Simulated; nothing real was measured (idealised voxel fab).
The process module presented herein is designated voxel transistor to metal.
Square cell edge 5 nm, section width 285 nm, ID cut.
Reading order for cross-sections: top band down to bottom band. Underlying form: a grid of square cells. Band size: one or more rows of cells.
Band entry format. Leading values: height of top, height of bottom, nm. Remainder: materials in left-to-right order, each with its width in nm. Special words: "all across" on a single material, which then fills the band edge to edge; "air", empty space.
Beneath 0, the wafer as received is one material, and that level is where height counting begins. The lowest band goes on downward without a bottom; it is written like "from 0 down".
Top row gets the first number, bottom row gets the second, and each row in between changes by the same step: that is how a band width like "30 to 40" works.
"left unchanged" means the step left every cell of the cross-section as it was.
The label "Trapped cavities" introduces a list of the empty spaces, 8 cells or larger, that have no open way up to the top; each entry in it reads width x height at distance, where the distance is taken from the left edge and all three are stated in nm.
What comes after the settings on a step's line is commentary from the simulator itself on that step.
The "overlay nm" setting may appear on a step's line; for a step that uses a mask, it gives how far to the right of its planned position the mask lay, and a negative value indicates the left.

# List of planned process steps
1. RECEIVE: material Si
2. OXIDIZE: depth nm 5
3. CONFORMAL_DEP: material SiN, thk nm 10
4. PATTERN: tone cover, mask id ACTIVE, material resist, width nm 115, pitch nm 135, thk nm 15, overlay nm 0
5. DIRECTIONAL_ETCH: etch materials SiN, depth nm 10
6. DIRECTIONAL_ETCH: etch materials SiO2, depth nm 5
7. DIRECTIONAL_ETCH: etch materials Si, depth nm 20
8. STRIP: etch materials resist
9. FILL_DEP: material SiO2, thk nm 15
10. CMP: height nm 10
11. SELECTIVE_ETCH: etch materials SiO2, depth nm 10
12. STRIP: etch materials SiN
13. SELECTIVE_ETCH: etch materials SiO2, depth nm 5
14. OXIDIZE: depth nm 5
15. DIRECTIONAL_DEP: material polySi, thk nm 25
16. DIRECTIONAL_DEP: material SiCN, thk nm 10
17. MASKED_ETCH: tone cover, mask id GATE, width nm 15, pitch nm 135, etch materials SiCN, depth nm 20, overlay nm 0
18. MASKED_ETCH: tone cover, mask id GATE, width nm 15, pitch nm 135, etch materials polySi, depth nm 35, overlay nm 0
19. CONFORMAL_DEP: material SiN, thk nm 5
20. DIRECTIONAL_ETCH: etch materials SiN, depth nm 5
21. DIRECTIONAL_ETCH: etch materials SiO2, depth nm 5
22. EPI: material nSi, thk nm 5
23. FILL_DEP: material SiO2, thk nm 5
24. CMP: height nm 30
25. DIRECTIONAL_DEP: material SiO2, thk nm 15
26. MASKED_ETCH: tone open, mask id CONTACT, width nm 20, etch materials SiO2, depth nm 50, overlay nm 0
27. CONFORMAL_DEP: material TiN, thk nm 5
28. FILL_DEP: material W, thk nm 5
29. CMP: height nm 45
30. CONFORMAL_DEP: material SiCN, thk nm 5
31. DIRECTIONAL_DEP: material SiO2, thk nm 25
32. PATTERN: tone open, mask id METAL_1, material resist, width nm 20, thk nm 20, overlay nm 0
33. DIRECTIONAL_ETCH: etch materials SiO2, depth nm 25
34. DIRECTIONAL_ETCH: etch materials SiCN, depth nm 5
35. STRIP: etch materials resist
36. CONFORMAL_DEP: material TiN, thk nm 5
37. FILL_DEP: material Cu, thk nm 10
38. CMP: height nm 75
39. CONFORMAL_DEP: material SiCN, thk nm 5

# First of two wafers, with the run carried out as planned

# as received, after step 1
> from 0 down = Si all across
> Trapped cavities: none

# Cross-section through the wafer, step 2 finished
> from 0 to -5 = SiO2 all across
> Lower than -5, everything is as it was.

# Cross-section through the wafer, step 3 finished
> from 10 to 0 = SiN all across
> Lower than 0, everything is as it was.

# Cross-section through the wafer, step 4 finished
> from 25 to 10 = air=15, resist=115, air=20, resist=115, air=20
> Lower than 10, everything is as it was.

# Cross-section through the wafer, step 5 finished
> from 25 to 10 = air=15, resist=115, air=20, resist=115, air=20
> from 10 to 0 = air=15, SiN=115, air=20, SiN=115, air=20
> Lower than 0, everything is as it was.

# Cross-section through the wafer, step 6 finished
> from 25 to 10 = air=15, resist=115, air=20, resist=115, air=20
> from 10 to 0 = air=15, SiN=115, air=20, SiN=115, air=20
> from 0 to -5 = air=15, SiO2=115, air=20, SiO2=115, air=20
> Lower than -5, everything is as it was.

# Cross-section through the wafer, step 7 finished
> from 25 to 10 = air=15, resist=115, air=20, resist=115, air=20
> from 10 to 0 = air=15, SiN=115, air=20, SiN=115, air=20
> from 0 to -5 = air=15, SiO2=115, air=20, SiO2=115, air=20
> from -5 to -25 = air=15, Si=115, air=20, Si=115, air=20
> Lower than -25, everything is as it was.

# Cross-section through the wafer, step 8 finished
> from 10 to 0 = air=15, SiN=115, air=20, SiN=115, air=20
> Lower than 0, everything is as it was.

# Cross-section through the wafer, step 9 finished
> from 25 to 10 = SiO2 all across
> from 10 to 0 = SiO2=15, SiN=115, SiO2=20, SiN=115, SiO2=20
> from 0 to -5 = SiO2 all across
> from -5 to -25 = SiO2=15, Si=115, SiO2=20, Si=115, SiO2=20
> Lower than -25, everything is as it was.

# Cross-section through the wafer, step 10 finished
> from 10 to 0 = SiO2=15, SiN=115, SiO2=20, SiN=115, SiO2=20
> Lower than 0, everything is as it was.

# Cross-section through the wafer, step 11 finished
> from 10 to 0 = air=15, SiN=115, air=20, SiN=115, air=20
> Lower than 0, everything is as it was.

# Cross-section through the wafer, step 12 finished
> from 0 to -5 = SiO2 all across
> Lower than -5, everything is as it was.

# Cross-section through the wafer, step 13 finished
> from -5 to -25 = SiO2=15, Si=115, SiO2=20, Si=115, SiO2=20
> Lower than -25, everything is as it was.

# Cross-section through the wafer, step 14 finished
> from -5 to -10 = SiO2 all across
> Lower than -10, everything is as it was.

# Cross-section through the wafer, step 15 finished
> from 20 to -5 = polySi all across
> Lower than -5, everything is as it was.

# Cross-section through the wafer, step 16 finished
> from 30 to 20 = SiCN all across
> Lower than 20, everything is as it was.

# Cross-section through the wafer, step 17 finished
> from 30 to 20 = air=65, SiCN=15, air=120, SiCN=15, air=70
> Lower than 20, everything is as it was.

# Cross-section through the wafer, step 18 finished
> from 30 to 20 = air=65, SiCN=15, air=120, SiCN=15, air=70
> from 20 to -5 = air=65, polySi=15, air=120, polySi=15, air=70
> Lower than -5, everything is as it was.

# Cross-section through the wafer, step 19 finished
> from 35 to 30 = air=60, SiN=25, air=110, SiN=25, air=65
> from 30 to 20 = air=60, SiN=5, SiCN=15, SiN=5, air=110, SiN=5, SiCN=15, SiN=5, air=65
> from 20 to 0 = air=60, SiN=5, polySi=15, SiN=5, air=110, SiN=5, polySi=15, SiN=5, air=65
> from 0 to -5 = SiN=65, polySi=15, SiN=120, polySi=15, SiN=70
> Lower than -5, everything is as it was.

# Cross-section through the wafer, step 20 finished
> from 30 to 20 = air=60, SiN=5, SiCN=15, SiN=5, air=110, SiN=5, SiCN=15, SiN=5, air=65
> from 20 to -5 = air=60, SiN=5, polySi=15, SiN=5, air=110, SiN=5, polySi=15, SiN=5, air=65
> Lower than -5, everything is as it was.

# Cross-section through the wafer, step 21 finished
> from 30 to 20 = air=60, SiN=5, SiCN=15, SiN=5, air=110, SiN=5, SiCN=15, SiN=5, air=65
> from 20 to -5 = air=60, SiN=5, polySi=15, SiN=5, air=110, SiN=5, polySi=15, SiN=5, air=65
> from -5 to -10 = air=60, SiO2=25, air=110, SiO2=25, air=65
> Lower than -10, everything is as it was.

# Cross-section through the wafer, step 22 finished
> from 30 to 20 = air=60, SiN=5, SiCN=15, SiN=5, air=110, SiN=5, SiCN=15, SiN=5, air=65
> from 20 to -5 = air=60, SiN=5, polySi=15, SiN=5, air=110, SiN=5, polySi=15, SiN=5, air=65
> from -5 to -10 = air=10, nSi=50, SiO2=25, nSi=50, air=10, nSi=50, SiO2=25, nSi=50, air=15
> Lower than -10, everything is as it was.

# Cross-section through the wafer, step 23 finished
> from 35 to 30 = SiO2 all across
> from 30 to 20 = SiO2=60, SiN=5, SiCN=15, SiN=5, SiO2=110, SiN=5, SiCN=15, SiN=5, SiO2=65
> from 20 to -5 = SiO2=60, SiN=5, polySi=15, SiN=5, SiO2=110, SiN=5, polySi=15, SiN=5, SiO2=65
> from -5 to -10 = SiO2=10, nSi=50, SiO2=25, nSi=50, SiO2=10, nSi=50, SiO2=25, nSi=50, SiO2=15
> Lower than -10, everything is as it was.

# Cross-section through the wafer, step 24 finished
> from 30 to 20 = SiO2=60, SiN=5, SiCN=15, SiN=5, SiO2=110, SiN=5, SiCN=15, SiN=5, SiO2=65
> Lower than 20, everything is as it was.

# Cross-section through the wafer, step 25 finished
> from 45 to 30 = SiO2 all across
> Lower than 30, everything is as it was.

# Cross-section through the wafer, step 26 finished
> from 45 to 30 = SiO2=25, air=20, SiO2=55, air=20, SiO2=40, air=20, SiO2=55, air=20, SiO2=30
> from 30 to 20 = SiO2=25, air=20, SiO2=15, SiN=5, SiCN=15, SiN=5, SiO2=15, air=20, SiO2=40, air=20, SiO2=15, SiN=5, SiCN=15, SiN=5, SiO2=15, air=20, SiO2=30
> from 20 to -5 = SiO2=25, air=20, SiO2=15, SiN=5, polySi=15, SiN=5, SiO2=15, air=20, SiO2=40, air=20, SiO2=15, SiN=5, polySi=15, SiN=5, SiO2=15, air=20, SiO2=30
> Lower than -5, everything is as it was.

# Cross-section through the wafer, step 27 finished
> from 50 to 45 = TiN=30, air=10, TiN=65, air=10, TiN=50, air=10, TiN=65, air=10, TiN=35
> from 45 to 30 = SiO2=25, TiN=5, air=10, TiN=5, SiO2=55, TiN=5, air=10, TiN=5, SiO2=40, TiN=5, air=10, TiN=5, SiO2=55, TiN=5, air=10, TiN=5, SiO2=30
> from 30 to 20 = SiO2=25, TiN=5, air=10, TiN=5, SiO2=15, SiN=5, SiCN=15, SiN=5, SiO2=15, TiN=5, air=10, TiN=5, SiO2=40, TiN=5, air=10, TiN=5, SiO2=15, SiN=5, SiCN=15, SiN=5, SiO2=15, TiN=5, air=10, TiN=5, SiO2=30
> from 20 to 0 = SiO2=25, TiN=5, air=10, TiN=5, SiO2=15, SiN=5, polySi=15, SiN=5, SiO2=15, TiN=5, air=10, TiN=5, SiO2=40, TiN=5, air=10, TiN=5, SiO2=15, SiN=5, polySi=15, SiN=5, SiO2=15, TiN=5, air=10, TiN=5, SiO2=30
> from 0 to -5 = SiO2=25, TiN=20, SiO2=15, SiN=5, polySi=15, SiN=5, SiO2=15, TiN=20, SiO2=40, TiN=20, SiO2=15, SiN=5, polySi=15, SiN=5, SiO2=15, TiN=20, SiO2=30
> Lower than -5, everything is as it was.

# Cross-section through the wafer, step 28 finished
> from 55 to 50 = W all across
> from 50 to 45 = TiN=30, W=10, TiN=65, W=10, TiN=50, W=10, TiN=65, W=10, TiN=35
> from 45 to 30 = SiO2=25, TiN=5, W=10, TiN=5, SiO2=55, TiN=5, W=10, TiN=5, SiO2=40, TiN=5, W=10, TiN=5, SiO2=55, TiN=5, W=10, TiN=5, SiO2=30
> from 30 to 20 = SiO2=25, TiN=5, W=10, TiN=5, SiO2=15, SiN=5, SiCN=15, SiN=5, SiO2=15, TiN=5, W=10, TiN=5, SiO2=40, TiN=5, W=10, TiN=5, SiO2=15, SiN=5, SiCN=15, SiN=5, SiO2=15, TiN=5, W=10, TiN=5, SiO2=30
> from 20 to 0 = SiO2=25, TiN=5, W=10, TiN=5, SiO2=15, SiN=5, polySi=15, SiN=5, SiO2=15, TiN=5, W=10, TiN=5, SiO2=40, TiN=5, W=10, TiN=5, SiO2=15, SiN=5, polySi=15, SiN=5, SiO2=15, TiN=5, W=10, TiN=5, SiO2=30
> Lower than 0, everything is as it was.

# Cross-section through the wafer, step 29 finished
> from 45 to 30 = SiO2=25, TiN=5, W=10, TiN=5, SiO2=55, TiN=5, W=10, TiN=5, SiO2=40, TiN=5, W=10, TiN=5, SiO2=55, TiN=5, W=10, TiN=5, SiO2=30
> Lower than 30, everything is as it was.

# Cross-section through the wafer, step 30 finished
> from 50 to 45 = SiCN all across
> Lower than 45, everything is as it was.

# Cross-section through the wafer, step 31 finished
> from 75 to 50 = SiO2 all across
> Lower than 50, everything is as it was.

# Cross-section through the wafer, step 32 finished
> from 95 to 75 = resist=25, air=20, resist=55, air=20, resist=40, air=20, resist=55, air=20, resist=30
> Lower than 75, everything is as it was.

# Cross-section through the wafer, step 33 finished
> from 95 to 75 = resist=25, air=20, resist=55, air=20, resist=40, air=20, resist=55, air=20, resist=30
> from 75 to 50 = SiO2=25, air=20, SiO2=55, air=20, SiO2=40, air=20, SiO2=55, air=20, SiO2=30
> Lower than 50, everything is as it was.

# Cross-section through the wafer, step 34 finished
> from 95 to 75 = resist=25, air=20, resist=55, air=20, resist=40, air=20, resist=55, air=20, resist=30
> from 75 to 50 = SiO2=25, air=20, SiO2=55, air=20, SiO2=40, air=20, SiO2=55, air=20, SiO2=30
> from 50 to 45 = SiCN=25, air=20, SiCN=55, air=20, SiCN=40, air=20, SiCN=55, air=20, SiCN=30
> Lower than 45, everything is as it was.

# Cross-section through the wafer, step 35 finished
> from 75 to 50 = SiO2=25, air=20, SiO2=55, air=20, SiO2=40, air=20, SiO2=55, air=20, SiO2=30
> Lower than 50, everything is as it was.

# Cross-section through the wafer, step 36 finished
> from 80 to 75 = TiN=30, air=10, TiN=65, air=10, TiN=50, air=10, TiN=65, air=10, TiN=35
> from 75 to 50 = SiO2=25, TiN=5, air=10, TiN=5, SiO2=55, TiN=5, air=10, TiN=5, SiO2=40, TiN=5, air=10, TiN=5, SiO2=55, TiN=5, air=10, TiN=5, SiO2=30
> from 50 to 45 = SiCN=25, TiN=20, SiCN=55, TiN=20, SiCN=40, TiN=20, SiCN=55, TiN=20, SiCN=30
> Lower than 45, everything is as it was.

# Cross-section through the wafer, step 37 finished
> from 90 to 80 = Cu all across
> from 80 to 75 = TiN=30, Cu=10, TiN=65, Cu=10, TiN=50, Cu=10, TiN=65, Cu=10, TiN=35
> from 75 to 50 = SiO2=25, TiN=5, Cu=10, TiN=5, SiO2=55, TiN=5, Cu=10, TiN=5, SiO2=40, TiN=5, Cu=10, TiN=5, SiO2=55, TiN=5, Cu=10, TiN=5, SiO2=30
> Lower than 50, everything is as it was.

# Cross-section through the wafer, step 38 finished
> from 75 to 50 = SiO2=25, TiN=5, Cu=10, TiN=5, SiO2=55, TiN=5, Cu=10, TiN=5, SiO2=40, TiN=5, Cu=10, TiN=5, SiO2=55, TiN=5, Cu=10, TiN=5, SiO2=30
> Lower than 50, everything is as it was.

# Cross-section through the wafer, step 39 finished
> from 80 to 75 = SiCN all across
> Lower than 75, everything is as it was.

# Here the second wafer is described. Its start and its plan were those of the first wafer. Its run contained one mistake. Up to and including step 10, it did exactly what the first wafer did

# Cross-section of the second wafer corresponding to the planned conclusion of step 11
> from 10 to 0 = SiO2=15, air=115, SiO2=20, air=115, SiO2=20
> Lower than 0, everything is as it was.

# Cross-section of the second wafer corresponding to the planned conclusion of step 12
> from 0 to -5 = SiO2=5, air=270, SiO2=10
> from -5 to -10 = SiO2=5, air=10, Si=115, air=20, Si=115, air=10, SiO2=10
> Lower than -10, everything is as it was.

# Cross-section of the second wafer corresponding to the planned conclusion of step 13
> from -5 to -15 = air=15, Si=115, air=20, Si=115, air=15, SiO2=5
> Lower than -15, everything is as it was.

# Cross-section of the second wafer corresponding to the planned conclusion of step 14
> from -5 to -10 = air=15, SiO2=115, air=20, SiO2=115, air=15, SiO2=5
> from -10 to -15 = air=15, SiO2=5, Si=105, SiO2=5, air=20, SiO2=5, Si=105, SiO2=5, air=15, SiO2=5
> from -15 to -25 = SiO2=20 to 15, Si=105 to 115, SiO2=30 to 20, Si=105 to 115, SiO2=25 to 20
> Lower than -25, everything is as it was.

# Cross-section of the second wafer corresponding to the planned conclusion of step 15
> from 20 to 10 = air=15, polySi=115, air=20, polySi=115, air=15, polySi=5
> from 10 to -5 = polySi all across
> from -5 to -10 = polySi=15, SiO2=115, polySi=20, SiO2=115, polySi=15, SiO2=5
> from -10 to -15 = polySi=15, SiO2=5, Si=105, SiO2=5, polySi=20, SiO2=5, Si=105, SiO2=5, polySi=15, SiO2=5
> Lower than -15, everything is as it was.

# Cross-section of the second wafer corresponding to the planned conclusion of step 16
> from 30 to 20 = air=15, SiCN=115, air=20, SiCN=115, air=15, SiCN=5
> from 20 to 10 = SiCN=15, polySi=115, SiCN=20, polySi=115, SiCN=15, polySi=5
> Lower than 10, everything is as it was.

# Cross-section of the second wafer corresponding to the planned conclusion of step 17
> from 30 to 20 = air=65, SiCN=15, air=120, SiCN=15, air=70
> from 20 to 10 = air=15, polySi=115, air=20, polySi=115, air=15, polySi=5
> Lower than 10, everything is as it was.

# Cross-section of the second wafer corresponding to the planned conclusion of step 18
> from 30 to 20 = air=65, SiCN=15, air=120, SiCN=15, air=70
> from 20 to -5 = air=65, polySi=15, air=120, polySi=15, air=70
> from -5 to -10 = air=15, SiO2=115, air=20, SiO2=115, air=15, SiO2=5
> from -10 to -15 = air=15, SiO2=5, Si=105, SiO2=5, air=20, SiO2=5, Si=105, SiO2=5, air=15, SiO2=5
> Lower than -15, everything is as it was.

# Cross-section of the second wafer corresponding to the planned conclusion of step 19
> from 35 to 30 = air=60, SiN=25, air=110, SiN=25, air=65
> from 30 to 20 = air=60, SiN=5, SiCN=15, SiN=5, air=110, SiN=5, SiCN=15, SiN=5, air=65
> from 20 to 0 = air=60, SiN=5, polySi=15, SiN=5, air=110, SiN=5, polySi=15, SiN=5, air=65
> from 0 to -5 = air=10, SiN=55, polySi=15, SiN=55, air=10, SiN=55, polySi=15, SiN=55, air=5, SiN=10
> from -5 to -10 = air=10, SiN=5, SiO2=115, SiN=5, air=10, SiN=5, SiO2=115, SiN=5, air=5, SiN=5, SiO2=5
> from -10 to -15 = SiN=15, SiO2=5, Si=105, SiO2=5, SiN=20, SiO2=5, Si=105, SiO2=5, SiN=15, SiO2=5
> Lower than -15, everything is as it was.

# Cross-section of the second wafer corresponding to the planned conclusion of step 20
> from 30 to 20 = air=60, SiN=5, SiCN=15, SiN=5, air=110, SiN=5, SiCN=15, SiN=5, air=65
> from 20 to -5 = air=60, SiN=5, polySi=15, SiN=5, air=110, SiN=5, polySi=15, SiN=5, air=65
> from -5 to -10 = air=10, SiN=5, SiO2=115, SiN=5, air=10, SiN=5, SiO2=115, SiN=5, air=5, SiN=5, SiO2=5
> from -10 to -15 = air=10, SiN=5, SiO2=5, Si=105, SiO2=5, SiN=5, air=10, SiN=5, SiO2=5, Si=105, SiO2=5, SiN=5, air=5, SiN=5, SiO2=5
> Lower than -15, everything is as it was.

# Cross-section of the second wafer corresponding to the planned conclusion of step 21
> from 30 to 20 = air=60, SiN=5, SiCN=15, SiN=5, air=110, SiN=5, SiCN=15, SiN=5, air=65
> from 20 to -5 = air=60, SiN=5, polySi=15, SiN=5, air=110, SiN=5, polySi=15, SiN=5, air=65
> from -5 to -10 = air=10, SiN=5, air=45, SiO2=25, air=45, SiN=5, air=10, SiN=5, air=45, SiO2=25, air=45, SiN=5, air=5, SiN=5, air=5
> from -10 to -15 = air=10, SiN=5, SiO2=5, Si=105, SiO2=5, SiN=5, air=10, SiN=5, SiO2=5, Si=105, SiO2=5, SiN=5, air=5, SiN=5, SiO2=5
> from -15 to -20 = air=10, SiO2=10, Si=105, SiO2=10, air=10, SiO2=10, Si=105, SiO2=10, air=5, SiO2=10
> Lower than -20, everything is as it was.

# Cross-section of the second wafer corresponding to the planned conclusion of step 22
> from 30 to 20 = air=60, SiN=5, SiCN=15, SiN=5, air=110, SiN=5, SiCN=15, SiN=5, air=65
> from 20 to -5 = air=60, SiN=5, polySi=15, SiN=5, air=110, SiN=5, polySi=15, SiN=5, air=65
> from -5 to -10 = air=10, SiN=5, nSi=45, SiO2=25, nSi=45, SiN=5, air=10, SiN=5, nSi=45, SiO2=25, nSi=45, SiN=5, air=5, SiN=5, air=5
> Lower than -10, everything is as it was.

# Cross-section of the second wafer corresponding to the planned conclusion of step 23
> from 35 to 30 = SiO2 all across
> from 30 to 20 = SiO2=60, SiN=5, SiCN=15, SiN=5, SiO2=110, SiN=5, SiCN=15, SiN=5, SiO2=65
> from 20 to -5 = SiO2=60, SiN=5, polySi=15, SiN=5, SiO2=110, SiN=5, polySi=15, SiN=5, SiO2=65
> from -5 to -10 = SiO2=10, SiN=5, nSi=45, SiO2=25, nSi=45, SiN=5, SiO2=10, SiN=5, nSi=45, SiO2=25, nSi=45, SiN=5, SiO2=5, SiN=5, SiO2=5
> from -10 to -15 = SiO2=10, SiN=5, SiO2=5, Si=105, SiO2=5, SiN=5, SiO2=10, SiN=5, SiO2=5, Si=105, SiO2=5, SiN=5, SiO2=5, SiN=5, SiO2=5
> from -15 to -25 = SiO2=20 to 15, Si=105 to 115, SiO2=30 to 20, Si=105 to 115, SiO2=25 to 20
> Lower than -25, everything is as it was.

# Cross-section of the second wafer corresponding to the planned conclusion of step 24
> from 30 to 20 = SiO2=60, SiN=5, SiCN=15, SiN=5, SiO2=110, SiN=5, SiCN=15, SiN=5, SiO2=65
> Lower than 20, everything is as it was.

# Cross-section of the second wafer corresponding to the planned conclusion of step 25
> from 45 to 30 = SiO2 all across
> Lower than 30, everything is as it was.

# Cross-section of the second wafer corresponding to the planned conclusion of step 26
> from 45 to 30 = SiO2=25, air=20, SiO2=55, air=20, SiO2=40, air=20, SiO2=55, air=20, SiO2=30
> from 30 to 20 = SiO2=25, air=20, SiO2=15, SiN=5, SiCN=15, SiN=5, SiO2=15, air=20, SiO2=40, air=20, SiO2=15, SiN=5, SiCN=15, SiN=5, SiO2=15, air=20, SiO2=30
> from 20 to -5 = SiO2=25, air=20, SiO2=15, SiN=5, polySi=15, SiN=5, SiO2=15, air=20, SiO2=40, air=20, SiO2=15, SiN=5, polySi=15, SiN=5, SiO2=15, air=20, SiO2=30
> Lower than -5, everything is as it was.

# Cross-section of the second wafer corresponding to the planned conclusion of step 27
> from 50 to 45 = TiN=30, air=10, TiN=65, air=10, TiN=50, air=10, TiN=65, air=10, TiN=35
> from 45 to 30 = SiO2=25, TiN=5, air=10, TiN=5, SiO2=55, TiN=5, air=10, TiN=5, SiO2=40, TiN=5, air=10, TiN=5, SiO2=55, TiN=5, air=10, TiN=5, SiO2=30
> from 30 to 20 = SiO2=25, TiN=5, air=10, TiN=5, SiO2=15, SiN=5, SiCN=15, SiN=5, SiO2=15, TiN=5, air=10, TiN=5, SiO2=40, TiN=5, air=10, TiN=5, SiO2=15, SiN=5, SiCN=15, SiN=5, SiO2=15, TiN=5, air=10, TiN=5, SiO2=30
> from 20 to 0 = SiO2=25, TiN=5, air=10, TiN=5, SiO2=15, SiN=5, polySi=15, SiN=5, SiO2=15, TiN=5, air=10, TiN=5, SiO2=40, TiN=5, air=10, TiN=5, SiO2=15, SiN=5, polySi=15, SiN=5, SiO2=15, TiN=5, air=10, TiN=5, SiO2=30
> from 0 to -5 = SiO2=25, TiN=20, SiO2=15, SiN=5, polySi=15, SiN=5, SiO2=15, TiN=20, SiO2=40, TiN=20, SiO2=15, SiN=5, polySi=15, SiN=5, SiO2=15, TiN=20, SiO2=30
> Lower than -5, everything is as it was.

# Cross-section of the second wafer corresponding to the planned conclusion of step 28
> from 55 to 50 = W all across
> from 50 to 45 = TiN=30, W=10, TiN=65, W=10, TiN=50, W=10, TiN=65, W=10, TiN=35
> from 45 to 30 = SiO2=25, TiN=5, W=10, TiN=5, SiO2=55, TiN=5, W=10, TiN=5, SiO2=40, TiN=5, W=10, TiN=5, SiO2=55, TiN=5, W=10, TiN=5, SiO2=30
> from 30 to 20 = SiO2=25, TiN=5, W=10, TiN=5, SiO2=15, SiN=5, SiCN=15, SiN=5, SiO2=15, TiN=5, W=10, TiN=5, SiO2=40, TiN=5, W=10, TiN=5, SiO2=15, SiN=5, SiCN=15, SiN=5, SiO2=15, TiN=5, W=10, TiN=5, SiO2=30
> from 20 to 0 = SiO2=25, TiN=5, W=10, TiN=5, SiO2=15, SiN=5, polySi=15, SiN=5, SiO2=15, TiN=5, W=10, TiN=5, SiO2=40, TiN=5, W=10, TiN=5, SiO2=15, SiN=5, polySi=15, SiN=5, SiO2=15, TiN=5, W=10, TiN=5, SiO2=30
> Lower than 0, everything is as it was.

# Cross-section of the second wafer corresponding to the planned conclusion of step 29
> from 45 to 30 = SiO2=25, TiN=5, W=10, TiN=5, SiO2=55, TiN=5, W=10, TiN=5, SiO2=40, TiN=5, W=10, TiN=5, SiO2=55, TiN=5, W=10, TiN=5, SiO2=30
> Lower than 30, everything is as it was.

# Cross-section of the second wafer corresponding to the planned conclusion of step 30
> from 50 to 45 = SiCN all across
> Lower than 45, everything is as it was.

# Cross-section of the second wafer corresponding to the planned conclusion of step 31
> from 75 to 50 = SiO2 all across
> Lower than 50, everything is as it was.

# Cross-section of the second wafer corresponding to the planned conclusion of step 32
> from 95 to 75 = resist=25, air=20, resist=55, air=20, resist=40, air=20, resist=55, air=20, resist=30
> Lower than 75, everything is as it was.

# Cross-section of the second wafer corresponding to the planned conclusion of step 33
> from 95 to 75 = resist=25, air=20, resist=55, air=20, resist=40, air=20, resist=55, air=20, resist=30
> from 75 to 50 = SiO2=25, air=20, SiO2=55, air=20, SiO2=40, air=20, SiO2=55, air=20, SiO2=30
> Lower than 50, everything is as it was.

# Cross-section of the second wafer corresponding to the planned conclusion of step 34
> from 95 to 75 = resist=25, air=20, resist=55, air=20, resist=40, air=20, resist=55, air=20, resist=30
> from 75 to 50 = SiO2=25, air=20, SiO2=55, air=20, SiO2=40, air=20, SiO2=55, air=20, SiO2=30
> from 50 to 45 = SiCN=25, air=20, SiCN=55, air=20, SiCN=40, air=20, SiCN=55, air=20, SiCN=30
> Lower than 45, everything is as it was.

# Cross-section of the second wafer corresponding to the planned conclusion of step 35
> from 75 to 50 = SiO2=25, air=20, SiO2=55, air=20, SiO2=40, air=20, SiO2=55, air=20, SiO2=30
> Lower than 50, everything is as it was.

# Cross-section of the second wafer corresponding to the planned conclusion of step 36
> from 80 to 75 = TiN=30, air=10, TiN=65, air=10, TiN=50, air=10, TiN=65, air=10, TiN=35
> from 75 to 50 = SiO2=25, TiN=5, air=10, TiN=5, SiO2=55, TiN=5, air=10, TiN=5, SiO2=40, TiN=5, air=10, TiN=5, SiO2=55, TiN=5, air=10, TiN=5, SiO2=30
> from 50 to 45 = SiCN=25, TiN=20, SiCN=55, TiN=20, SiCN=40, TiN=20, SiCN=55, TiN=20, SiCN=30
> Lower than 45, everything is as it was.

# Cross-section of the second wafer corresponding to the planned conclusion of step 37
> from 90 to 80 = Cu all across
> from 80 to 75 = TiN=30, Cu=10, TiN=65, Cu=10, TiN=50, Cu=10, TiN=65, Cu=10, TiN=35
> from 75 to 50 = SiO2=25, TiN=5, Cu=10, TiN=5, SiO2=55, TiN=5, Cu=10, TiN=5, SiO2=40, TiN=5, Cu=10, TiN=5, SiO2=55, TiN=5, Cu=10, TiN=5, SiO2=30
> Lower than 50, everything is as it was.

# Cross-section of the second wafer corresponding to the planned conclusion of step 38
> from 75 to 50 = SiO2=25, TiN=5, Cu=10, TiN=5, SiO2=55, TiN=5, Cu=10, TiN=5, SiO2=40, TiN=5, Cu=10, TiN=5, SiO2=55, TiN=5, Cu=10, TiN=5, SiO2=30
> Lower than 50, everything is as it was.

# Cross-section of the second wafer corresponding to the planned conclusion of step 39
> from 80 to 75 = SiCN all across
> Lower than 75, everything is as it was.
The plan and the run diverged here: steps 11 and 12 of the plan were each performed in the slot designated for the other
End check, counted in cells, second wafer has more or fewer of these materials than the first: 8 fewer of Si; 10 more of SiN; 2 more of SiO2; 4 fewer of nSi
